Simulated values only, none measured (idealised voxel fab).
process module | voxel fin reveal
cross-section cut | 205 nm wide | cells 5 nm
A cross-section is a grid of square cells, given in bands from the top down. A band is one or more rows of cells.
Each band's line starts with the height of the band's top and of its bottom, in nm. Then come its materials from left to right, each with its width in nm. One material with "throughout" fills the band from edge to edge. "air" is empty space.
Height 0 is the level under which the wafer as received is all one material. The lowest band goes on downwards, as in "0 down".
A width such as "30 to 40" changes by the same amount from each row of cells to the next, from the band's top row to its bottom row.
"no change" after a step means that no cell of the cross-section changed.
closed voids: empty space of 8 cells or more with no open way to the top, each as width x height at its distance from the left edge, in nm
after a step's settings: what the simulator itself notes on the step
overlay nm, on a step with a mask: how far to the right of its planned place the mask lay; to the left if negative
plan
1 op RECEIVE | material Si
2 op CONFORMAL_DEP | material SiN | thk nm 5
3 op DIRECTIONAL_DEP | material aC | thk nm 10
4 op PATTERN | tone cover | mask id FINS | material resist | width nm 15 | pitch nm 40 | thk nm 25 | overlay nm 0
5 op DIRECTIONAL_ETCH | etch materials aC | depth nm 10
6 op STRIP | etch materials resist
7 op DIRECTIONAL_ETCH | etch materials SiN | depth nm 5
8 op DIRECTIONAL_ETCH | etch materials Si | depth nm 35
9 op STRIP | etch materials aC
10 op OXIDIZE | depth nm 5
11 op FILL_DEP | material SiO2 | thk nm 5
12 op CMP | height nm 5
13 op SELECTIVE_ETCH | etch materials SiO2 | depth nm 15
14 op STRIP | etch materials SiN
15 op CONFORMAL_DEP | material SiO2 | thk nm 5
first wafer, as planned
as received, after step 1
  0 down: Si throughout
  closed voids: none
after step 2
  5 to 0: SiN throughout
  below 0: unchanged
after step 3
  15 to 5: aC throughout
  below 5: unchanged
after step 4
  40 to 15: air 35 | resist 15 | air 25 | resist 15 | air 25 | resist 15 | air 25 | resist 15 | air 35
  below 15: unchanged
after step 5
  30 to 15: air 35 | resist 15 | air 25 | resist 15 | air 25 | resist 15 | air 25 | resist 15 | air 35
  15 to 5: air 35 | aC 15 | air 25 | aC 15 | air 25 | aC 15 | air 25 | aC 15 | air 35
  below 5: unchanged
after step 6
  15 to 5: air 35 | aC 15 | air 25 | aC 15 | air 25 | aC 15 | air 25 | aC 15 | air 35
  below 5: unchanged
after step 7
  15 to 5: air 35 | aC 15 | air 25 | aC 15 | air 25 | aC 15 | air 25 | aC 15 | air 35
  5 to 0: air 35 | SiN 15 | air 25 | SiN 15 | air 25 | SiN 15 | air 25 | SiN 15 | air 35
  below 0: unchanged
after step 8
  15 to 5: air 35 | aC 15 | air 25 | aC 15 | air 25 | aC 15 | air 25 | aC 15 | air 35
  5 to 0: air 35 | SiN 15 | air 25 | SiN 15 | air 25 | SiN 15 | air 25 | SiN 15 | air 35
  0 to -35: air 35 | Si 15 | air 25 | Si 15 | air 25 | Si 15 | air 25 | Si 15 | air 35
  below -35: unchanged
after step 9
  5 to 0: air 35 | SiN 15 | air 25 | SiN 15 | air 25 | SiN 15 | air 25 | SiN 15 | air 35
  below 0: unchanged
after step 10
  5 to 0: air 35 | SiN 15 | air 25 | SiN 15 | air 25 | SiN 15 | air 25 | SiN 15 | air 35
  0 to -35: air 35 | SiO2 5 | Si 5 | SiO2 5 | air 25 | SiO2 5 | Si 5 | SiO2 5 | air 25 | SiO2 5 | Si 5 | SiO2 5 | air 25 | SiO2 5 | Si 5 | SiO2 5 | air 35
  -35 to -40: SiO2 40 | Si 5 | SiO2 35 | Si 5 | SiO2 35 | Si 5 | SiO2 35 | Si 5 | SiO2 40
  below -40: unchanged
after step 11
  10 to 5: SiO2 throughout
  5 to 0: SiO2 35 | SiN 15 | SiO2 25 | SiN 15 | SiO2 25 | SiN 15 | SiO2 25 | SiN 15 | SiO2 35
  0 to -40: SiO2 40 | Si 5 | SiO2 35 | Si 5 | SiO2 35 | Si 5 | SiO2 35 | Si 5 | SiO2 40
  below -40: unchanged
after step 12
  5 to 0: SiO2 35 | SiN 15 | SiO2 25 | SiN 15 | SiO2 25 | SiN 15 | SiO2 25 | SiN 15 | SiO2 35
  below 0: unchanged
after step 13
  5 to 0: air 35 | SiN 15 | air 25 | SiN 15 | air 25 | SiN 15 | air 25 | SiN 15 | air 35
  0 to -10: air 40 | Si 5 | air 35 | Si 5 | air 35 | Si 5 | air 35 | Si 5 | air 40
  below -10: unchanged
after step 14
  0 to -10: air 40 | Si 5 | air 35 | Si 5 | air 35 | Si 5 | air 35 | Si 5 | air 40
  below -10: unchanged
after step 15
  5 to 0: air 35 | SiO2 15 | air 25 | SiO2 15 | air 25 | SiO2 15 | air 25 | SiO2 15 | air 35
  0 to -5: air 35 | SiO2 5 | Si 5 | SiO2 5 | air 25 | SiO2 5 | Si 5 | SiO2 5 | air 25 | SiO2 5 | Si 5 | SiO2 5 | air 25 | SiO2 5 | Si 5 | SiO2 5 | air 35
  -5 to -40: SiO2 40 | Si 5 | SiO2 35 | Si 5 | SiO2 35 | Si 5 | SiO2 35 | Si 5 | SiO2 40
  below -40: unchanged
second wafer: like start, like plan, one mistake. Through step 12 it matches the first wafer
when step 13 should have ended
  5 to 0: air 35 | SiN 15 | air 25 | SiN 15 | air 25 | SiN 15 | air 25 | SiN 15 | air 35
  0 to -25: air 40 | Si 5 | air 35 | Si 5 | air 35 | Si 5 | air 35 | Si 5 | air 40
  below -25: unchanged
when step 14 should have ended
  0 to -25: air 40 | Si 5 | air 35 | Si 5 | air 35 | Si 5 | air 35 | Si 5 | air 40
  below -25: unchanged
when step 15 should have ended
  5 to 0: air 35 | SiO2 15 | air 25 | SiO2 15 | air 25 | SiO2 15 | air 25 | SiO2 15 | air 35
  0 to -20: air 35 | SiO2 5 | Si 5 | SiO2 5 | air 25 | SiO2 5 | Si 5 | SiO2 5 | air 25 | SiO2 5 | Si 5 | SiO2 5 | air 25 | SiO2 5 | Si 5 | SiO2 5 | air 35
  -20 to -40: SiO2 40 | Si 5 | SiO2 35 | Si 5 | SiO2 35 | Si 5 | SiO2 35 | Si 5 | SiO2 40
  below -40: unchanged
what went wrong: step 13 was run twice
at the end the second wafer has, in cells: 87 fewer of SiO2
